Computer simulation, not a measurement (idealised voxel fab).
process module | voxel capacitor over wiring
cross-section cut | 215 nm wide | cells 5 nm
A cross-section is a grid of square cells, given in bands from the top down. A band is one or more rows of cells.
Each band's line starts with the height of the band's top and of its bottom, in nm. Then come its materials from left to right, each with its width in nm. One material with "throughout" fills the band from edge to edge. "air" is empty space.
Height 0 is the level under which the wafer as received is all one material. The lowest band goes on downwards, as in "0 down".
A width such as "30 to 40" changes by the same amount from each row of cells to the next, from the band's top row to its bottom row.
"no change" after a step means that no cell of the cross-section changed.
closed voids: empty space of 8 cells or more with no open way to the top, each as width x height at its distance from the left edge, in nm
after a step's settings: what the simulator itself notes on the step
overlay nm, on a step with a mask: how far to the right of its planned place the mask lay; to the left if negative
plan
1 op RECEIVE | material Si
2 op CONFORMAL_DEP | material SiO2 | thk nm 15
3 op CONFORMAL_DEP | material SiN | thk nm 5
4 op DIRECTIONAL_DEP | material lowk | thk nm 20
5 op MASKED_ETCH | tone open | mask id METAL_1 | width nm 25 | pitch nm 95 | etch materials lowk | depth nm 20 | overlay nm 0
6 op MASKED_ETCH | tone open | mask id METAL_1 | width nm 25 | pitch nm 95 | etch materials SiN | depth nm 5 | overlay nm 0
7 op CONFORMAL_DEP | material TiN | thk nm 5
8 op FILL_DEP | material W | thk nm 5
9 op CMP | height nm 40
10 op EPI | material Ru | thk nm 5
11 op FILL_DEP | material SiCN | thk nm 5
12 op DIRECTIONAL_DEP | material SiO2 | thk nm 10
13 op PATTERN | tone open | mask id PLUG_1 | material resist | width nm 15 | thk nm 15 | overlay nm 0
14 op DIRECTIONAL_ETCH | etch materials SiO2 | depth nm 10
15 op DIRECTIONAL_ETCH | etch materials SiCN | depth nm 5
16 op STRIP | etch materials resist
17 op CONFORMAL_DEP | material TiN | thk nm 5
18 op FILL_DEP | material Ru | thk nm 5
19 op CMP | height nm 60
20 op DIRECTIONAL_DEP | material TiN | thk nm 10
21 op DIRECTIONAL_DEP | material HfO2 | thk nm 5
22 op DIRECTIONAL_DEP | material TiN | thk nm 10
23 op DIRECTIONAL_DEP | material aC | thk nm 10
24 op PATTERN | tone cover | mask id UPPER_PLATE | material resist | width nm 75 | thk nm 25 | overlay nm 0
25 op DIRECTIONAL_ETCH | etch materials aC | depth nm 10
26 op STRIP | etch materials resist
27 op DIRECTIONAL_ETCH | etch materials TiN | depth nm 10
28 op DIRECTIONAL_ETCH | etch materials HfO2 | depth nm 5
29 op STRIP | etch materials aC
30 op MASKED_ETCH | tone cover | mask id LOWER_PLATE | width nm 85 | etch materials TiN | depth nm 10 | overlay nm 0
31 op FILL_DEP | material SiO2 | thk nm 20
32 op CMP | height nm 100
33 op PATTERN | tone open | mask id PLUG_2 | material resist | width nm 15 | thk nm 20 | overlay nm 0
34 op DIRECTIONAL_ETCH | etch materials SiO2 | depth nm 15
35 op STRIP | etch materials resist
36 op CONFORMAL_DEP | material TiN | thk nm 5
37 op FILL_DEP | material Ru | thk nm 5
38 op CMP | height nm 100
39 op CONFORMAL_DEP | material SiN | thk nm 5
as received, after step 1
  0 down: Si throughout
  closed voids: none
a wafer at the end: this start, this plan, one mistake
  105 to 100: SiN throughout
  100 to 90: SiO2 65 | TiN 5 | Ru 5 | TiN 5 | SiO2 135
  90 to 85: SiO2 65 | TiN 15 | SiO2 135
  85 to 80: SiO2 throughout
  80 to 70: SiO2 55 | TiN 75 | SiO2 85
  70 to 60: SiO2 50 | TiN 85 | SiO2 80
  60 to 50: SiO2 55 | TiN 5 | Ru 5 | TiN 5 | SiO2 145
  50 to 45: SiCN 55 | TiN 15 | SiCN 145
  45 to 40: SiCN 40 | Ru 35 | SiCN 60 | Ru 35 | SiCN 45
  40 to 20: lowk 45 | TiN 5 | W 15 | TiN 5 | lowk 70 | TiN 5 | W 15 | TiN 5 | lowk 50
  20 to 15: SiN 45 | TiN 25 | SiN 70 | TiN 25 | SiN 50
  15 to 0: SiO2 throughout
  0 down: Si throughout
  closed voids: none
what went wrong: step 21 was left out
